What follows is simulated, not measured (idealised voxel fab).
A process module follows: voxel self aligned vias.
The cross-section on display is named cut; it measures 140 nm wide, and its cells are 5 nm squares.
Cross-sections here: square-cell grids, written as top-down lists of bands, a band being one or more rows of cells. Heads up on the band format: heights come first, top then bottom, in nm. After that it's the materials left to right, each with its width in nm. A single material flagged "throughout" fills the whole band edge to edge, and "blank" means there's empty space there. The reference from which all heights are counted is 0, the level beneath which the as-received wafer is entirely one material; the lowest band, having no lower bound, proceeds downward and is written after the example "from 0 down". You'd read "30->40" like this: the band's top row of cells is as wide as the first number, its bottom row is as wide as the second, and going down, every row changes width by the same amount as the row before did. "no change", as given for a step, is the statement that not any cell of the cross-section underwent a change during that step. Closed empty spaces: empty space of 8 cells or more with no open way to the top, each as width x height at its distance from the left edge, in nm. That trailing text on a step's line, after the settings, is the simulator's own remark on the step. What "overlay nm" on a step's line means: if the step has a mask, that mask lay this far to the right of its planned place, or, when the value is negative, to the left. Pairs from here to the end. Each: cross-section before one process step, cross-section after it, the latter only as far down as the lowest band that changed. Under each: the step between, and its settings. Mind that the pairs may be taken from different runs of this module on the same starting wafer; whether a pair continues from the pair above depends on its entry headed "Snapshot before", and it does only where that entry says so.
-- Snapshot before
  from 45 to 35 = SiN throughout
  from 35 to 30 = lowk=15 | SiN=40 | lowk=30 | SiN=40 | lowk=15
  from 30 to 20 = lowk=15 | TiN=5 | Ru=30 | TiN=5 | lowk=30 | TiN=5 | Ru=30 | TiN=5 | lowk=15
  from 20 to 15 = lowk=15 | TiN=40 | lowk=30 | TiN=40 | lowk=15
  from 15 to 10 = SiCN throughout
  from 10 to 0 = SiO2 throughout
  from 0 down = Si throughout
  Closed empty spaces: none
-- Sectional View, Post-Process
  from 35 to 30 = lowk=15 | SiN=40 | lowk=30 | SiN=40 | lowk=15
  Everything below 30 is unchanged.
  Closed empty spaces: none
Going from one cross-section above to the next, the wafer undergoes CMP [height nm 35]
Snapshot before: per the after cross-section of the pair just above.
-- Sectional View, Post-Process
  from 55 to 35 = lowk throughout
  Everything below 35 is unchanged.
  Closed empty spaces: none
Going from one cross-section above to the next, the wafer undergoes DIRECTIONAL_DEP [material lowk] [thk nm 20]
Snapshot before: per the after cross-section of the pair just above.
-- Sectional View, Post-Process
  from 75 to 55 = resist=15 | blank=40 | resist=85
  Everything below 55 is unchanged.
  Closed empty spaces: none
Going from one cross-section above to the next, the wafer undergoes PATTERN [tone open] [mask id VIAS] [material resist] [width nm 40] [thk nm 20] [overlay nm 0]
Snapshot before: per the after cross-section of the pair just above.
-- Sectional View, Post-Process
  from 75 to 55 = resist=15 | blank=40 | resist=85
  from 55 to 35 = lowk=15 | blank=40 | lowk=85
  Everything below 35 is unchanged.
  Closed empty spaces: none
Going from one cross-section above to the next, the wafer undergoes DIRECTIONAL_ETCH [etch materials lowk] [depth nm 20]
Snapshot before: per the after cross-section of the pair just above.
-- Sectional View, Post-Process
  from 75 to 55 = resist=15 | blank=40 | resist=85
  from 55 to 35 = lowk=15 | blank=40 | lowk=85
  from 35 to 30 = lowk=15 | blank=40 | lowk=30 | SiN=40 | lowk=15
  Everything below 30 is unchanged.
  Closed empty spaces: none
Going from one cross-section above to the next, the wafer undergoes DIRECTIONAL_ETCH [etch materials SiN] [depth nm 5]
Snapshot before: per the after cross-section of the pair just above.
-- Sectional View, Post-Process
  from 55 to 35 = lowk=15 | blank=40 | lowk=85
  Everything below 35 is unchanged.
  Closed empty spaces: none
Going from one cross-section above to the next, the wafer undergoes STRIP [etch materials resist]
Snapshot before: per the after cross-section of the pair just above.
-- Sectional View, Post-Process
  from 60 to 55 = TiN=20 | blank=30 | TiN=90
  from 55 to 35 = lowk=15 | TiN=5 | blank=30 | TiN=5 | lowk=85
  from 35 to 30 = lowk=15 | TiN=40 | lowk=30 | SiN=40 | lowk=15
  Everything below 30 is unchanged.
  Closed empty spaces: none
Going from one cross-section above to the next, the wafer undergoes CONFORMAL_DEP [material TiN] [thk nm 5]
Snapshot before: per the after cross-section of the pair just above.
-- Sectional View, Post-Process
  from 70 to 60 = Cu throughout
  from 60 to 55 = TiN=20 | Cu=30 | TiN=90
  from 55 to 35 = lowk=15 | TiN=5 | Cu=30 | TiN=5 | lowk=85
  Everything below 35 is unchanged.
  Closed empty spaces: none
Going from one cross-section above to the next, the wafer undergoes FILL_DEP [material Cu] [thk nm 10]
Snapshot before: per the after cross-section of the pair just above.
-- Sectional View, Post-Process
  from 55 to 35 = lowk=15 | TiN=5 | Cu=30 | TiN=5 | lowk=85
  Everything below 35 is unchanged.
  Closed empty spaces: none
Going from one cross-section above to the next, the wafer undergoes CMP [height nm 55]
Snapshot before: per the after cross-section of the pair just above.
-- Sectional View, Post-Process
  from 60 to 55 = SiCN throughout
  Everything below 55 is unchanged.
  Closed empty spaces: none
Going from one cross-section above to the next, the wafer undergoes CONFORMAL_DEP [material SiCN] [thk nm 5]
-- Snapshot before
  from 55 to 35 = lowk throughout
  from 35 to 30 = lowk=20 | SiN=30 | lowk=40 | SiN=30 | lowk=20
  from 30 to 20 = lowk=20 | TiN=5 | Ru=20 | TiN=5 | lowk=40 | TiN=5 | Ru=20 | TiN=5 | lowk=20
  from 20 to 15 = lowk=20 | TiN=30 | lowk=40 | TiN=30 | lowk=20
  from 15 to 10 = SiCN throughout
  from 10 to 0 = SiO2 throughout
  from 0 down = Si throughout
  Closed empty spaces: none
-- Sectional View, Post-Process
  from 75 to 55 = resist=25 | blank=40 | resist=75
  Everything below 55 is unchanged.
  Closed empty spaces: none
Going from one cross-section above to the next, the wafer undergoes PATTERN [tone open] [mask id VIAS] [material resist] [width nm 40] [thk nm 20] [overlay nm 10]
Snapshot before: per the after cross-section of the pair just above.
-- Sectional View, Post-Process
  from 75 to 55 = resist=25 | blank=40 | resist=75
  from 55 to 35 = lowk=25 | blank=40 | lowk=75
  Everything below 35 is unchanged.
  Closed empty spaces: none
Going from one cross-section above to the next, the wafer undergoes DIRECTIONAL_ETCH [etch materials lowk] [depth nm 20]
Snapshot before: per the after cross-section of the pair just above.
-- Sectional View, Post-Process
  from 75 to 55 = resist=25 | blank=40 | resist=75
  from 55 to 35 = lowk=25 | blank=40 | lowk=75
  from 35 to 30 = lowk=20 | SiN=5 | blank=25 | lowk=40 | SiN=30 | lowk=20
  Everything below 30 is unchanged.
  Closed empty spaces: none
Going from one cross-section above to the next, the wafer undergoes DIRECTIONAL_ETCH [etch materials SiN] [depth nm 5]
Snapshot before: per the after cross-section of the pair just above.
-- Sectional View, Post-Process
  from 55 to 35 = lowk=25 | blank=40 | lowk=75
  Everything below 35 is unchanged.
  Closed empty spaces: none
Going from one cross-section above to the next, the wafer undergoes STRIP [etch materials resist]
Snapshot before: per the after cross-section of the pair just above.
-- Sectional View, Post-Process
  from 60 to 55 = TiN=30 | blank=30 | TiN=80
  from 55 to 40 = lowk=25 | TiN=5 | blank=30 | TiN=5 | lowk=75
  from 40 to 35 = lowk=25 | TiN=5 | blank=15 | TiN=20 | lowk=75
  from 35 to 30 = lowk=20 | SiN=5 | TiN=25 | lowk=40 | SiN=30 | lowk=20
  Everything below 30 is unchanged.
  Closed empty spaces: none
Going from one cross-section above to the next, the wafer undergoes CONFORMAL_DEP [material TiN] [thk nm 5]
Snapshot before: per the after cross-section of the pair just above.
-- Sectional View, Post-Process
  from 70 to 60 = Cu throughout
  from 60 to 55 = TiN=30 | Cu=30 | TiN=80
  from 55 to 40 = lowk=25 | TiN=5 | Cu=30 | TiN=5 | lowk=75
  from 40 to 35 = lowk=25 | TiN=5 | Cu=15 | TiN=20 | lowk=75
  Everything below 35 is unchanged.
  Closed empty spaces: none
Going from one cross-section above to the next, the wafer undergoes FILL_DEP [material Cu] [thk nm 10]
Snapshot before: per the after cross-section of the pair just above.
-- Sectional View, Post-Process
  from 55 to 40 = lowk=25 | TiN=5 | Cu=30 | TiN=5 | lowk=75
  Everything below 40 is unchanged.
  Closed empty spaces: none
Going from one cross-section above to the next, the wafer undergoes CMP [height nm 55]
Snapshot before: per the after cross-section of the pair just above.
-- Sectional View, Post-Process
  from 60 to 55 = SiCN throughout
  Everything below 55 is unchanged.
  Closed empty spaces: none
Going from one cross-section above to the next, the wafer undergoes CONFORMAL_DEP [material SiCN] [thk nm 5]
-- Snapshot before
  from 35 to 20 = lowk=20 | TiN=5 | Ru=20 | TiN=5 | lowk=40 | TiN=5 | Ru=20 | TiN=5 | lowk=20
  from 20 to 15 = lowk=20 | TiN=30 | lowk=40 | TiN=30 | lowk=20
  from 15 to 10 = SiCN throughout
  from 10 to 0 = SiO2 throughout
  from 0 down = Si throughout
  Closed empty spaces: none
-- Sectional View, Post-Process
  from 35 to 30 = blank=20 | TiN=5 | Ru=20 | TiN=5 | blank=40 | TiN=5 | Ru=20 | TiN=5 | blank=20
  Everything below 30 is unchanged.
  Closed empty spaces: none
Going from one cross-section above to the next, the wafer undergoes SELECTIVE_ETCH [etch materials lowk] [depth nm 5]
Snapshot before: per the after cross-section of the pair just above.
-- Sectional View, Post-Process
  from 45 to 35 = SiN throughout
  from 35 to 30 = SiN=20 | TiN=5 | Ru=20 | TiN=5 | SiN=40 | TiN=5 | Ru=20 | TiN=5 | SiN=20
  Everything below 30 is unchanged.
  Closed empty spaces: none
Going from one cross-section above to the next, the wafer undergoes FILL_DEP [material SiN] [thk nm 10]
Snapshot before: per the after cross-section of the pair just above.
-- Sectional View, Post-Process
  from 35 to 30 = SiN=20 | TiN=5 | Ru=20 | TiN=5 | SiN=40 | TiN=5 | Ru=20 | TiN=5 | SiN=20
  Everything below 30 is unchanged.
  Closed empty spaces: none
Going from one cross-section above to the next, the wafer undergoes CMP [height nm 35]
Snapshot before: per the after cross-section of the pair just above.
-- Sectional View, Post-Process
  from 55 to 35 = lowk throughout
  Everything below 35 is unchanged.
  Closed empty spaces: none
Going from one cross-section above to the next, the wafer undergoes DIRECTIONAL_DEP [material lowk] [thk nm 20]
Snapshot before: per the after cross-section of the pair just above.
-- Sectional View, Post-Process
  from 75 to 55 = resist=15 | blank=40 | resist=85
  Everything below 55 is unchanged.
  Closed empty spaces: none
Going from one cross-section above to the next, the wafer undergoes PATTERN [tone open] [mask id VIAS] [material resist] [width nm 40] [thk nm 20] [overlay nm 0]
Snapshot before: per the after cross-section of the pair just above.
-- Sectional View, Post-Process
  from 75 to 55 = resist=15 | blank=40 | resist=85
  from 55 to 35 = lowk=15 | blank=40 | lowk=85
  Everything below 35 is unchanged.
  Closed empty spaces: none
Going from one cross-section above to the next, the wafer undergoes DIRECTIONAL_ETCH [etch materials lowk] [depth nm 20]
Snapshot before: per the after cross-section of the pair just above.
-- Sectional View, Post-Process
  from 75 to 55 = resist=15 | blank=40 | resist=85
  from 55 to 35 = lowk=15 | blank=40 | lowk=85
  from 35 to 30 = SiN=15 | blank=5 | TiN=5 | Ru=20 | TiN=5 | blank=5 | SiN=35 | TiN=5 | Ru=20 | TiN=5 | SiN=20
  Everything below 30 is unchanged.
  Closed empty spaces: none
Going from one cross-section above to the next, the wafer undergoes DIRECTIONAL_ETCH [etch materials SiN] [depth nm 5]
Snapshot before: per the after cross-section of the pair just above.
-- Sectional View, Post-Process
  from 55 to 35 = lowk=15 | blank=40 | lowk=85
  Everything below 35 is unchanged.
  Closed empty spaces: none
Going from one cross-section above to the next, the wafer undergoes STRIP [etch materials resist]
Snapshot before: per the after cross-section of the pair just above.
-- Sectional View, Post-Process
  from 60 to 55 = TiN=20 | blank=30 | TiN=90
  from 55 to 40 = lowk=15 | TiN=5 | blank=30 | TiN=5 | lowk=85
  from 40 to 35 = lowk=15 | TiN=40 | lowk=85
  from 35 to 30 = SiN=15 | TiN=10 | Ru=20 | TiN=10 | SiN=35 | TiN=5 | Ru=20 | TiN=5 | SiN=20
  Everything below 30 is unchanged.
  Closed empty spaces: none
Going from one cross-section above to the next, the wafer undergoes CONFORMAL_DEP [material TiN] [thk nm 5]
Snapshot before: per the after cross-section of the pair just above.
-- Sectional View, Post-Process
  from 70 to 60 = Cu throughout
  from 60 to 55 = TiN=20 | Cu=30 | TiN=90
  from 55 to 40 = lowk=15 | TiN=5 | Cu=30 | TiN=5 | lowk=85
  Everything below 40 is unchanged.
  Closed empty spaces: none
Going from one cross-section above to the next, the wafer undergoes FILL_DEP [material Cu] [thk nm 10]
Snapshot before: per the after cross-section of the pair just above.
-- Sectional View, Post-Process
  from 55 to 40 = lowk=15 | TiN=5 | Cu=30 | TiN=5 | lowk=85
  Everything below 40 is unchanged.
  Closed empty spaces: none
Going from one cross-section above to the next, the wafer undergoes CMP [height nm 55]
Snapshot before: per the after cross-section of the pair just above.
-- Sectional View, Post-Process
  from 60 to 55 = SiCN throughout
  Everything below 55 is unchanged.
  Closed empty spaces: none
Going from one cross-section above to the next, the wafer undergoes CONFORMAL_DEP [material SiCN] [thk nm 5]
-- Snapshot before
  from 55 to 35 = lowk throughout
  from 35 to 30 = lowk=20 | SiN=30 | lowk=40 | SiN=30 | lowk=20
  from 30 to 20 = lowk=20 | TiN=5 | Ru=20 | TiN=5 | lowk=40 | TiN=5 | Ru=20 | TiN=5 | lowk=20
  from 20 to 15 = lowk=20 | TiN=30 | lowk=40 | TiN=30 | lowk=20
  from 15 to 10 = SiCN throughout
  from 10 to 0 = SiO2 throughout
  from 0 down = Si throughout
  Closed empty spaces: none
-- Sectional View, Post-Process
  from 75 to 55 = blank=15 | resist=40 | blank=85
  Everything below 55 is unchanged.
  Closed empty spaces: none
Going from one cross-section above to the next, the wafer undergoes PATTERN [tone cover] [mask id VIAS] [material resist] [width nm 40] [thk nm 20] [overlay nm 0]
Snapshot before: per the after cross-section of the pair just above.
-- Sectional View, Post-Process
  from 75 to 55 = blank=15 | resist=40 | blank=85
  from 55 to 35 = blank=15 | lowk=40 | blank=85
  Everything below 35 is unchanged.
  Closed empty spaces: none
Going from one cross-section above to the next, the wafer undergoes DIRECTIONAL_ETCH [etch materials lowk] [depth nm 20]
Snapshot before: per the after cross-section of the pair just above.
-- Sectional View, Post-Process
  from 75 to 55 = blank=15 | resist=40 | blank=85
  from 55 to 35 = blank=15 | lowk=40 | blank=85
  from 35 to 30 = lowk=20 | SiN=30 | lowk=40 | blank=30 | lowk=20
  Everything below 30 is unchanged.
  Closed empty spaces: none
Going from one cross-section above to the next, the wafer undergoes DIRECTIONAL_ETCH [etch materials SiN] [depth nm 5]
Snapshot before: per the after cross-section of the pair just above.
-- Sectional View, Post-Process
  from 55 to 35 = blank=15 | lowk=40 | blank=85
  Everything below 35 is unchanged.
  Closed empty spaces: none
Going from one cross-section above to the next, the wafer undergoes STRIP [etch materials resist]
Snapshot before: per the after cross-section of the pair just above.
-- Sectional View, Post-Process
  from 60 to 55 = blank=10 | TiN=50 | blank=80
  from 55 to 40 = blank=10 | TiN=5 | lowk=40 | TiN=5 | blank=80
  from 40 to 35 = TiN=15 | lowk=40 | TiN=40 | blank=20 | TiN=25
  from 35 to 30 = lowk=20 | SiN=30 | lowk=40 | TiN=30 | lowk=20
  Everything below 30 is unchanged.
  Closed empty spaces: none
Going from one cross-section above to the next, the wafer undergoes CONFORMAL_DEP [material TiN] [thk nm 5]
Snapshot before: per the after cross-section of the pair just above.
-- Sectional View, Post-Process
  from 70 to 60 = Cu throughout
  from 60 to 55 = Cu=10 | TiN=50 | Cu=80
  from 55 to 40 = Cu=10 | TiN=5 | lowk=40 | TiN=5 | Cu=80
  from 40 to 35 = TiN=15 | lowk=40 | TiN=40 | Cu=20 | TiN=25
  Everything below 35 is unchanged.
  Closed empty spaces: none
Going from one cross-section above to the next, the wafer undergoes FILL_DEP [material Cu] [thk nm 10]
Snapshot before: per the after cross-section of the pair just above.
-- Sectional View, Post-Process
  from 55 to 40 = Cu=10 | TiN=5 | lowk=40 | TiN=5 | Cu=80
  Everything below 40 is unchanged.
  Closed empty spaces: none
Going from one cross-section above to the next, the wafer undergoes CMP [height nm 55]
Snapshot before: per the after cross-section of the pair just above.
-- Sectional View, Post-Process
  from 60 to 55 = SiCN throughout
  Everything below 55 is unchanged.
  Closed empty spaces: none
Going from one cross-section above to the next, the wafer undergoes CONFORMAL_DEP [material SiCN] [thk nm 5]
